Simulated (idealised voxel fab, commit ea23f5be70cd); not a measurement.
Herein follows the process module entitled voxel fin reveal.
For reference, the cross-section in this document is cut, with width 275 nm and square cells of 5 nm.
We lay out every cross-section as a grid of square cells and spell it out in bands from the top down, where one band means one or more rows of cells. Top, bottom (nm), then materials left to right with widths (nm); lone material tagged "edge to edge" fills the whole band edge to edge; "blank" = empty space. Measure heights from 0. That's the level where, below it, the as-received wafer is all one material. The lowest band is bottomless and extends downward; write it as in "0..down". You'd read "30 to 40" like this: the band's top row of cells is as wide as the first number, its bottom row is as wide as the second, and going down, every row changes width by the same amount as the row before did. A step reported as "same as before" is a step in which no cell of the cross-section changed. In "Sealed internal voids" the enclosed voids are listed, meaning empty spaces of 8 cells or larger without any opening to the top. The form is width x height at distance, distance from the left edge, units nm. Where a step's line continues beyond its settings, the continuation is a remark by the simulator itself on that step. When a step includes a mask, the "overlay nm" setting on its line states how far to the right of its planned place that mask lay, and negative values state how far to the left.

# The process steps that were planned are listed below
1,RECEIVE,material Si
2,CONFORMAL_DEP,material SiN,thk nm 10
3,MASKED_ETCH,tone cover,mask id FINS,width nm 15,pitch nm 45,etch materials SiN,depth nm 10,overlay nm -15
4,MASKED_ETCH,tone cover,mask id FINS,width nm 15,pitch nm 45,etch materials Si,depth nm 35,overlay nm 0
5,OXIDIZE,depth nm 5
6,FILL_DEP,material SiO2,thk nm 15
7,CMP,height nm 10
8,SELECTIVE_ETCH,etch materials SiO2,depth nm 20
9,STRIP,etch materials SiN
Keep in mind the plan's value for the overlay nm of step 3 comes from the first wafer; the wafers don't share that setting, but they do share the same starting point.

# Step 1 complete: as-received cross-section of the first of several wafers
	0..down  Si edge to edge
	Sealed internal voids: none

# Last step of the module is step 9; after it, the first of several wafers in cross-section
	0..-10  50 nm blank, then 5 to 20 nm Si, then 40 to 25 nm blank, then 5 to 20 nm Si, then 40 to 25 nm blank, then 5 to 20 nm Si, then 40 to 25 nm blank, then 5 to 20 nm Si, then 85 to 70 nm blank
	-10..-40  50 nm SiO2, then 20 nm Si, then 25 nm SiO2, then 20 nm Si, then 25 nm SiO2, then 20 nm Si, then 25 nm SiO2, then 20 nm Si, then 70 nm SiO2
	-40..down  Si edge to edge
	Sealed internal voids: none

# Last wafer, end of module, cross-section
	0..-10  80 to 65 nm blank, then 5 to 20 nm Si, then 40 to 25 nm blank, then 5 to 20 nm Si, then 40 to 25 nm blank, then 5 to 20 nm Si, then 40 to 25 nm blank, then 5 to 20 nm Si, then 55 nm blank
	-10..-40  65 nm SiO2, then 20 nm Si, then 25 nm SiO2, then 20 nm Si, then 25 nm SiO2, then 20 nm Si, then 25 nm SiO2, then 20 nm Si, then 55 nm SiO2
	-40..down  Si edge to edge
	Sealed internal voids: none

# Wafer rows, end of module: cells per material gained (+) or lost (-) since receipt; closed voids last
overlay nm -15 | -324 Si | +234 SiO2 | Sealed internal voids: none
overlay nm -10 | -352 Si | +258 SiO2 | Sealed internal voids: none
overlay nm -5 | -380 Si | +282 SiO2 | Sealed internal voids: none
overlay nm 0 | -408 Si | +306 SiO2 | Sealed internal voids: none
overlay nm 5 | -380 Si | +282 SiO2 | Sealed internal voids: none
overlay nm 10 | -352 Si | +258 SiO2 | Sealed internal voids: none
overlay nm 15 | -324 Si | +234 SiO2 | Sealed internal voids: none
